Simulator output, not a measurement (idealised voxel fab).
process module | voxel ribs on slabs
cross-section cut | 175 nm wide | cells 5 nm
A cross-section is a grid of square cells, given in bands from the top down. A band is one or more rows of cells.
Each band's line starts with the height of the band's top and of its bottom, in nm. Then come its materials from left to right, each with its width in nm. One material with "throughout" fills the band from edge to edge. "air" is empty space.
Height 0 is the level under which the wafer as received is all one material. The lowest band goes on downwards, as in "0 down".
A width such as "30 to 40" changes by the same amount from each row of cells to the next, from the band's top row to its bottom row.
"no change" after a step means that no cell of the cross-section changed.
closed voids: empty space of 8 cells or more with no open way to the top, each as width x height at its distance from the left edge, in nm
after a step's settings: what the simulator itself notes on the step
overlay nm, on a step with a mask: how far to the right of its planned place the mask lay; to the left if negative
plan
1 op RECEIVE | material Si
2 op DIRECTIONAL_DEP | material SiO2 | thk nm 20
3 op DIRECTIONAL_DEP | material SiN | thk nm 15
4 op DIRECTIONAL_DEP | material aC | thk nm 10
5 op PATTERN | tone cover | mask id RIB | material resist | width nm 25 | thk nm 25 | overlay nm 0
6 op DIRECTIONAL_ETCH | etch materials aC | depth nm 10
7 op STRIP | etch materials resist
8 op DIRECTIONAL_ETCH | etch materials SiN | depth nm 5
9 op STRIP | etch materials aC
10 op MASKED_ETCH | tone cover | mask id SLAB | width nm 85 | etch materials SiN | depth nm 10 | overlay nm 0
11 op FILL_DEP | material SiO2 | thk nm 25
12 op CMP | height nm 50
13 op DIRECTIONAL_DEP | material W | thk nm 5
14 op DIRECTIONAL_DEP | material aC | thk nm 10
15 op PATTERN | tone cover | mask id HEATER | material resist | width nm 35 | thk nm 25 | overlay nm 0
16 op DIRECTIONAL_ETCH | etch materials aC | depth nm 10
17 op STRIP | etch materials resist
18 op DIRECTIONAL_ETCH | etch materials W | depth nm 5
19 op STRIP | etch materials aC
20 op CONFORMAL_DEP | material SiO2 | thk nm 5
first wafer, as planned
as received, after step 1
  0 down: Si throughout
  closed voids: none
after step 2
  20 to 0: SiO2 throughout
  below 0: unchanged
after step 3
  35 to 20: SiN throughout
  below 20: unchanged
after step 4
  45 to 35: aC throughout
  below 35: unchanged
after step 5
  70 to 45: air 75 | resist 25 | air 75
  below 45: unchanged
after step 6
  60 to 45: air 75 | resist 25 | air 75
  45 to 35: air 75 | aC 25 | air 75
  below 35: unchanged
after step 7
  45 to 35: air 75 | aC 25 | air 75
  below 35: unchanged
after step 8
  45 to 35: air 75 | aC 25 | air 75
  35 to 30: air 75 | SiN 25 | air 75
  below 30: unchanged
after step 9
  35 to 30: air 75 | SiN 25 | air 75
  below 30: unchanged
after step 10
  35 to 30: air 75 | SiN 25 | air 75
  30 to 20: air 45 | SiN 85 | air 45
  below 20: unchanged
after step 11
  60 to 35: SiO2 throughout
  35 to 30: SiO2 75 | SiN 25 | SiO2 75
  30 to 20: SiO2 45 | SiN 85 | SiO2 45
  below 20: unchanged
after step 12
  50 to 35: SiO2 throughout
  below 35: unchanged
after step 13
  55 to 50: W throughout
  below 50: unchanged
after step 14
  65 to 55: aC throughout
  below 55: unchanged
after step 15
  90 to 65: air 70 | resist 35 | air 70
  below 65: unchanged
after step 16
  80 to 65: air 70 | resist 35 | air 70
  65 to 55: air 70 | aC 35 | air 70
  below 55: unchanged
after step 17
  65 to 55: air 70 | aC 35 | air 70
  below 55: unchanged
after step 18
  65 to 55: air 70 | aC 35 | air 70
  55 to 50: air 70 | W 35 | air 70
  below 50: unchanged
after step 19
  55 to 50: air 70 | W 35 | air 70
  below 50: unchanged
after step 20
  60 to 55: air 65 | SiO2 45 | air 65
  55 to 50: SiO2 70 | W 35 | SiO2 70
  below 50: unchanged
second wafer: like start, like plan, one mistake. Through step 9 it matches the first wafer
when step 10 should have ended
  35 to 30: air 75 | SiN 25 | air 75
  30 to 20: air 55 | SiN 85 | air 35
  below 20: unchanged
when step 11 should have ended
  60 to 35: SiO2 throughout
  35 to 30: SiO2 75 | SiN 25 | SiO2 75
  30 to 20: SiO2 55 | SiN 85 | SiO2 35
  below 20: unchanged
when step 12 should have ended
  50 to 35: SiO2 throughout
  below 35: unchanged
when step 13 should have ended
  55 to 50: W throughout
  below 50: unchanged
when step 14 should have ended
  65 to 55: aC throughout
  below 55: unchanged
when step 15 should have ended
  90 to 65: air 70 | resist 35 | air 70
  below 65: unchanged
when step 16 should have ended
  80 to 65: air 70 | resist 35 | air 70
  65 to 55: air 70 | aC 35 | air 70
  below 55: unchanged
when step 17 should have ended
  65 to 55: air 70 | aC 35 | air 70
  below 55: unchanged
when step 18 should have ended
  65 to 55: air 70 | aC 35 | air 70
  55 to 50: air 70 | W 35 | air 70
  below 50: unchanged
when step 19 should have ended
  55 to 50: air 70 | W 35 | air 70
  below 50: unchanged
when step 20 should have ended
  60 to 55: air 65 | SiO2 45 | air 65
  55 to 50: SiO2 70 | W 35 | SiO2 70
  below 50: unchanged
what went wrong: step 10 ran as: op MASKED_ETCH | tone cover | mask id SLAB | width nm 85 | etch materials SiN | depth nm 10 | overlay nm 10
at the end the second wafer has, in cells: as many of each material as the first, in other places
